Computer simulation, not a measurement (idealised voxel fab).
Presented below is a process module, voxel air gaps.
In the cross-section labelled cut, the width is 175 nm and each square cell is 5 nm.
Cross-section layout: square cells on a grid; listed as bands, top to bottom; a band spans one or more cell rows. The band entry comprises the height of the band's top followed by the height of its bottom, expressed in nm, and subsequently the band's materials from left to right, each stated together with its width in nm. Where a single material is marked with the word "throughout", that material fills the band from edge to edge. The word "air" represents empty space. The level at which height equals 0 is the one under which the wafer, as it arrives, is entirely one material. No lower edge exists for the bottom band, which continues downward and is notated as in "0..down". A width such as "30->40" changes by the same amount from each row of cells to the next, from the band's top row to its bottom row. Step marked "remained unchanged"? Then no cell in the cross-section changed in it. Any empty space of 8 cells or more lacking an open way to the top shows up in "Trapped void list" as width x height at distance, distance from the left edge, in nm. Anything after a step's settings on that line? It's the simulator's own note about the step. On any step carrying a mask, the "overlay nm" setting, if present on the step's line, tells how far right of its planned place the mask lay; negative values point to the left.
The steps planned for the process are as follows:
| 1 | RECEIVE,material Si |
| 2 | CONFORMAL_DEP,material SiO2,thk nm 15 |
| 3 | CONFORMAL_DEP,material SiCN,thk nm 5 |
| 4 | DIRECTIONAL_DEP,material lowk,thk nm 35 |
| 5 | DIRECTIONAL_DEP,material aC,thk nm 15 |
| 6 | PATTERN,tone open,mask id LINES,material resist,width nm 20,pitch nm 50,thk nm 35,overlay nm 0 |
| 7 | DIRECTIONAL_ETCH,etch materials aC,depth nm 15 |
| 8 | STRIP,etch materials resist |
| 9 | DIRECTIONAL_ETCH,etch materials lowk,depth nm 35 |
| 10 | STRIP,etch materials aC |
| 11 | CONFORMAL_DEP,material TiN,thk nm 5 |
| 12 | FILL_DEP,material W,thk nm 10 |
| 13 | CMP,height nm 55 |
| 14 | EPI,material Ru,thk nm 10 |
| 15 | SELECTIVE_ETCH,etch materials lowk,depth nm 45 |
| 16 | CONFORMAL_DEP,material SiCN,thk nm 5 |
Account of the first of two wafers, which was processed as intended:
Shown in cross-section is the wafer as received, that is, as it stands after step 1:
> 0..down: Si throughout
> Trapped void list: none
Cross-section of the wafer after step 2:
> 15..0: SiO2 throughout
> Anything lower than 0 is untouched.
Cross-section of the wafer after step 3:
> 20..15: SiCN throughout
> Anything lower than 15 is untouched.
Cross-section of the wafer after step 4:
> 55..20: lowk throughout
> Anything lower than 20 is untouched.
Cross-section of the wafer after step 5:
> 70..55: aC throughout
> Anything lower than 55 is untouched.
Cross-section of the wafer after step 6:
> 105..70: 25 nm resist, 20 nm air, 30 nm resist, 20 nm air, 30 nm resist, 20 nm air, 30 nm resist
> Anything lower than 70 is untouched.
Cross-section of the wafer after step 7:
> 90..70: 25 nm resist, 20 nm air, 30 nm resist, 20 nm air, 30 nm resist, 20 nm air, 30 nm resist
> 70..55: 25 nm aC, 20 nm air, 30 nm aC, 20 nm air, 30 nm aC, 20 nm air, 30 nm aC
> Anything lower than 55 is untouched.
Cross-section of the wafer after step 8:
> 70..55: 25 nm aC, 20 nm air, 30 nm aC, 20 nm air, 30 nm aC, 20 nm air, 30 nm aC
> Anything lower than 55 is untouched.
Cross-section of the wafer after step 9:
> 70..55: 25 nm aC, 20 nm air, 30 nm aC, 20 nm air, 30 nm aC, 20 nm air, 30 nm aC
> 55..20: 25 nm lowk, 20 nm air, 30 nm lowk, 20 nm air, 30 nm lowk, 20 nm air, 30 nm lowk
> Anything lower than 20 is untouched.
Cross-section of the wafer after step 10:
> 55..20: 25 nm lowk, 20 nm air, 30 nm lowk, 20 nm air, 30 nm lowk, 20 nm air, 30 nm lowk
> Anything lower than 20 is untouched.
Cross-section of the wafer after step 11:
> 60..55: 30 nm TiN, 10 nm air, 40 nm TiN, 10 nm air, 40 nm TiN, 10 nm air, 35 nm TiN
> 55..25: 25 nm lowk, 5 nm TiN, 10 nm air, 5 nm TiN, 30 nm lowk, 5 nm TiN, 10 nm air, 5 nm TiN, 30 nm lowk, 5 nm TiN, 10 nm air, 5 nm TiN, 30 nm lowk
> 25..20: 25 nm lowk, 20 nm TiN, 30 nm lowk, 20 nm TiN, 30 nm lowk, 20 nm TiN, 30 nm lowk
> Anything lower than 20 is untouched.
Cross-section of the wafer after step 12:
> 70..60: W throughout
> 60..55: 30 nm TiN, 10 nm W, 40 nm TiN, 10 nm W, 40 nm TiN, 10 nm W, 35 nm TiN
> 55..25: 25 nm lowk, 5 nm TiN, 10 nm W, 5 nm TiN, 30 nm lowk, 5 nm TiN, 10 nm W, 5 nm TiN, 30 nm lowk, 5 nm TiN, 10 nm W, 5 nm TiN, 30 nm lowk
> Anything lower than 25 is untouched.
Cross-section of the wafer after step 13:
> 55..25: 25 nm lowk, 5 nm TiN, 10 nm W, 5 nm TiN, 30 nm lowk, 5 nm TiN, 10 nm W, 5 nm TiN, 30 nm lowk, 5 nm TiN, 10 nm W, 5 nm TiN, 30 nm lowk
> Anything lower than 25 is untouched.
Cross-section of the wafer after step 14:
> 65..55: 15 nm air, 40 nm Ru, 10 nm air, 40 nm Ru, 10 nm air, 40 nm Ru, 20 nm air
> Anything lower than 55 is untouched.
Cross-section of the wafer after step 15:
> 65..55: 15 nm air, 40 nm Ru, 10 nm air, 40 nm Ru, 10 nm air, 40 nm Ru, 20 nm air
> 55..25: 25 nm air, 5 nm TiN, 10 nm W, 5 nm TiN, 30 nm air, 5 nm TiN, 10 nm W, 5 nm TiN, 30 nm air, 5 nm TiN, 10 nm W, 5 nm TiN, 30 nm air
> 25..20: 25 nm air, 20 nm TiN, 30 nm air, 20 nm TiN, 30 nm air, 20 nm TiN, 30 nm air
> Anything lower than 20 is untouched.
Cross-section of the wafer after step 16:
> 70..65: 10 nm air, 150 nm SiCN, 15 nm air
> 65..55: 10 nm air, 5 nm SiCN, 40 nm Ru, 10 nm SiCN, 40 nm Ru, 10 nm SiCN, 40 nm Ru, 5 nm SiCN, 15 nm air
> 55..50: 10 nm air, 15 nm SiCN, 5 nm TiN, 10 nm W, 5 nm TiN, 30 nm SiCN, 5 nm TiN, 10 nm W, 5 nm TiN, 30 nm SiCN, 5 nm TiN, 10 nm W, 5 nm TiN, 15 nm SiCN, 15 nm air
> 50..25: 20 nm air, 5 nm SiCN, 5 nm TiN, 10 nm W, 5 nm TiN, 5 nm SiCN, 20 nm air, 5 nm SiCN, 5 nm TiN, 10 nm W, 5 nm TiN, 5 nm SiCN, 20 nm air, 5 nm SiCN, 5 nm TiN, 10 nm W, 5 nm TiN, 5 nm SiCN, 25 nm air
> 25..20: 25 nm SiCN, 20 nm TiN, 30 nm SiCN, 20 nm TiN, 30 nm SiCN, 20 nm TiN, 30 nm SiCN
> Anything lower than 20 is untouched.
> Trapped void list: 20 x 25 at 50; 20 x 25 at 100
Now the other wafer: same start, same recipe, but we messed up one thing when running it. Up to and including step 2 it's the same as the first one:
Second wafer, section view, time point: scheduled end of step 3:
> 50..15: lowk throughout
> Anything lower than 15 is untouched.
Second wafer, section view, time point: scheduled end of step 4:
> 55..50: SiCN throughout
> Anything lower than 50 is untouched.
Second wafer, section view, time point: scheduled end of step 5:
> 70..55: aC throughout
> Anything lower than 55 is untouched.
Second wafer, section view, time point: scheduled end of step 6:
> 105..70: 25 nm resist, 20 nm air, 30 nm resist, 20 nm air, 30 nm resist, 20 nm air, 30 nm resist
> Anything lower than 70 is untouched.
Second wafer, section view, time point: scheduled end of step 7:
> 90..70: 25 nm resist, 20 nm air, 30 nm resist, 20 nm air, 30 nm resist, 20 nm air, 30 nm resist
> 70..55: 25 nm aC, 20 nm air, 30 nm aC, 20 nm air, 30 nm aC, 20 nm air, 30 nm aC
> Anything lower than 55 is untouched.
Second wafer, section view, time point: scheduled end of step 8:
> 70..55: 25 nm aC, 20 nm air, 30 nm aC, 20 nm air, 30 nm aC, 20 nm air, 30 nm aC
> Anything lower than 55 is untouched.
Second wafer, section view, time point: scheduled end of step 9: remained unchanged
Second wafer, section view, time point: scheduled end of step 10:
> 55..50: SiCN throughout
> Anything lower than 50 is untouched.
Second wafer, section view, time point: scheduled end of step 11:
> 60..55: TiN throughout
> Anything lower than 55 is untouched.
Second wafer, section view, time point: scheduled end of step 12:
> 70..60: W throughout
> Anything lower than 60 is untouched.
Second wafer, section view, time point: scheduled end of step 13:
> 55..50: SiCN throughout
> Anything lower than 50 is untouched.
Second wafer, section view, time point: scheduled end of step 14: remained unchanged
Second wafer, section view, time point: scheduled end of step 15: remained unchanged
Second wafer, section view, time point: scheduled end of step 16:
> 60..50: SiCN throughout
> Anything lower than 50 is untouched.
Run error: steps 3 and 4 traded places in the executed sequence
Wrapping up, a cell-based count of both wafers puts the second over or under the first for these materials: -48 Ru | -78 SiCN | -48 TiN | -36 W | +245 lowk
Long story short, the first wafer ends with 2 closed voids and the second one with 0.
